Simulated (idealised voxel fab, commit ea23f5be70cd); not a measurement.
Process module in this document: voxel air gaps
Section shown: cut. Width: 230 nm. Cell size: 5 nm, square.
A cross-section is a grid of square cells, given in bands from the top down. A band is one or more rows of cells.
What a band's entry tells you: where the top is and where the bottom is, as heights in nm, and after that what lies inside, material by material from left to right, each with its width in nm. Empty space is written as the word "air", and a single material marked with the word "throughout" occupies the band from edge to edge.
We count height from 0. Below that, the starting wafer is all one material. The lowest band never ends at the bottom but goes on down; see "top 0, no bottom" for how that is written.
Read "30..40" as a graded width: first number on top, second number at the bottom, same change between each pair of neighbouring rows.
No cell of the cross-section changed in a step that is given as "no change".
"Unvented internal voids" contains a list of empty spaces, each no smaller than 8 cells and without an open way to the top, written in the form width x height at distance with the distance from the left edge and all three in nm.
If you see something after the settings on a step's line, that's the simulator's own remark about that step.
overlay nm: mask offset rightward from planned place, masked step; negative means leftward offset.

Here's what the planned process steps look like
step 1: RECEIVE: material Si
step 2: CONFORMAL_DEP: material SiO2, thk nm 10
step 3: CONFORMAL_DEP: material SiCN, thk nm 5
step 4: DIRECTIONAL_DEP: material SiO2, thk nm 35
step 5: PATTERN: tone open, mask id LINES, material resist, width nm 15, pitch nm 40, thk nm 20, overlay nm 0
step 6: DIRECTIONAL_ETCH: etch materials SiO2, depth nm 35
step 7: STRIP: etch materials resist
step 8: CONFORMAL_DEP: material TiN, thk nm 5
step 9: FILL_DEP: material W, thk nm 5
step 10: CMP: height nm 50
step 11: EPI: material Ru, thk nm 10
step 12: SELECTIVE_ETCH: etch materials SiO2, depth nm 45
step 13: CONFORMAL_DEP: material SiCN, thk nm 5

First of the two wafers, run per plan

Step 1 complete: cross-section of the wafer as received
top 0, no bottom  Si throughout
Unvented internal voids: none

Cross-section of the wafer after step 2
top 10, bottom 0  SiO2 throughout
Beneath the level 0, the cross-section is identical to its previous state.

Cross-section of the wafer after step 3
top 15, bottom 10  SiCN throughout
Beneath the level 10, the cross-section is identical to its previous state.

Cross-section of the wafer after step 4
top 50, bottom 15  SiO2 throughout
Beneath the level 15, the cross-section is identical to its previous state.

Cross-section of the wafer after step 5
top 70, bottom 50  resist (65), then air (15), then resist (25), then air (15), then resist (25), then air (15), then resist (70)
Beneath the level 50, the cross-section is identical to its previous state.

Cross-section of the wafer after step 6
top 70, bottom 50  resist (65), then air (15), then resist (25), then air (15), then resist (25), then air (15), then resist (70)
top 50, bottom 15  SiO2 (65), then air (15), then SiO2 (25), then air (15), then SiO2 (25), then air (15), then SiO2 (70)
Beneath the level 15, the cross-section is identical to its previous state.

Cross-section of the wafer after step 7
top 50, bottom 15  SiO2 (65), then air (15), then SiO2 (25), then air (15), then SiO2 (25), then air (15), then SiO2 (70)
Beneath the level 15, the cross-section is identical to its previous state.

Cross-section of the wafer after step 8
top 55, bottom 50  TiN (70), then air (5), then TiN (35), then air (5), then TiN (35), then air (5), then TiN (75)
top 50, bottom 20  SiO2 (65), then TiN (5), then air (5), then TiN (5), then SiO2 (25), then TiN (5), then air (5), then TiN (5), then SiO2 (25), then TiN (5), then air (5), then TiN (5), then SiO2 (70)
top 20, bottom 15  SiO2 (65), then TiN (15), then SiO2 (25), then TiN (15), then SiO2 (25), then TiN (15), then SiO2 (70)
Beneath the level 15, the cross-section is identical to its previous state.

Cross-section of the wafer after step 9
top 60, bottom 55  W throughout
top 55, bottom 50  TiN (70), then W (5), then TiN (35), then W (5), then TiN (35), then W (5), then TiN (75)
top 50, bottom 20  SiO2 (65), then TiN (5), then W (5), then TiN (5), then SiO2 (25), then TiN (5), then W (5), then TiN (5), then SiO2 (25), then TiN (5), then W (5), then TiN (5), then SiO2 (70)
Beneath the level 20, the cross-section is identical to its previous state.

Cross-section of the wafer after step 10
top 50, bottom 20  SiO2 (65), then TiN (5), then W (5), then TiN (5), then SiO2 (25), then TiN (5), then W (5), then TiN (5), then SiO2 (25), then TiN (5), then W (5), then TiN (5), then SiO2 (70)
Beneath the level 20, the cross-section is identical to its previous state.

Cross-section of the wafer after step 11
top 60, bottom 50  air (55), then Ru (35), then air (5), then Ru (35), then air (5), then Ru (35), then air (60)
Beneath the level 50, the cross-section is identical to its previous state.

Cross-section of the wafer after step 12
top 60, bottom 50  air (55), then Ru (35), then air (5), then Ru (35), then air (5), then Ru (35), then air (60)
top 50, bottom 20  air (65), then TiN (5), then W (5), then TiN (5), then air (25), then TiN (5), then W (5), then TiN (5), then air (25), then TiN (5), then W (5), then TiN (5), then air (70)
top 20, bottom 15  air (65), then TiN (15), then air (25), then TiN (15), then air (25), then TiN (15), then air (70)
Beneath the level 15, the cross-section is identical to its previous state.

Cross-section of the wafer after step 13
top 65, bottom 60  air (50), then SiCN (125), then air (55)
top 60, bottom 50  air (50), then SiCN (5), then Ru (35), then SiCN (5), then Ru (35), then SiCN (5), then Ru (35), then SiCN (5), then air (55)
top 50, bottom 45  air (50), then SiCN (15), then TiN (5), then W (5), then TiN (5), then SiCN (25), then TiN (5), then W (5), then TiN (5), then SiCN (25), then TiN (5), then W (5), then TiN (5), then SiCN (15), then air (55)
top 45, bottom 20  air (60), then SiCN (5), then TiN (5), then W (5), then TiN (5), then SiCN (5), then air (15), then SiCN (5), then TiN (5), then W (5), then TiN (5), then SiCN (5), then air (15), then SiCN (5), then TiN (5), then W (5), then TiN (5), then SiCN (5), then air (65)
top 20, bottom 15  SiCN (65), then TiN (15), then SiCN (25), then TiN (15), then SiCN (25), then TiN (15), then SiCN (70)
Beneath the level 15, the cross-section is identical to its previous state.
Unvented internal voids: 15 x 25 at 85; 15 x 25 at 125

Wafer two of two - same starting point, same process plan, one mistake in execution; matches wafer one up to and including step 10

When step 11 should have ended
top 70, bottom 50  air (45), then Ru (135), then air (50)
Beneath the level 50, the cross-section is identical to its previous state.

When step 12 should have ended
top 70, bottom 50  air (45), then Ru (135), then air (50)
top 50, bottom 20  air (65), then TiN (5), then W (5), then TiN (5), then SiO2 (25), then TiN (5), then W (5), then TiN (5), then SiO2 (25), then TiN (5), then W (5), then TiN (5), then air (70)
top 20, bottom 15  air (65), then TiN (15), then SiO2 (25), then TiN (15), then SiO2 (25), then TiN (15), then air (70)
Beneath the level 15, the cross-section is identical to its previous state.

When step 13 should have ended
top 75, bottom 70  air (40), then SiCN (145), then air (45)
top 70, bottom 50  air (40), then SiCN (5), then Ru (135), then SiCN (5), then air (45)
top 50, bottom 45  air (40), then SiCN (25), then TiN (5), then W (5), then TiN (5), then SiO2 (25), then TiN (5), then W (5), then TiN (5), then SiO2 (25), then TiN (5), then W (5), then TiN (5), then SiCN (25), then air (45)
top 45, bottom 20  air (60), then SiCN (5), then TiN (5), then W (5), then TiN (5), then SiO2 (25), then TiN (5), then W (5), then TiN (5), then SiO2 (25), then TiN (5), then W (5), then TiN (5), then SiCN (5), then air (65)
top 20, bottom 15  SiCN (65), then TiN (15), then SiO2 (25), then TiN (15), then SiO2 (25), then TiN (15), then SiCN (70)
Beneath the level 15, the cross-section is identical to its previous state.
Misprocessing identified: plan step 11 ran twice
Looking at both finished wafers in cells, the second ends up ahead of or behind the first on some materials: 66 more of Ru | 32 fewer of SiCN | 70 more of SiO2
Heads up: the first wafer ends with 2 closed voids, the second with 0.
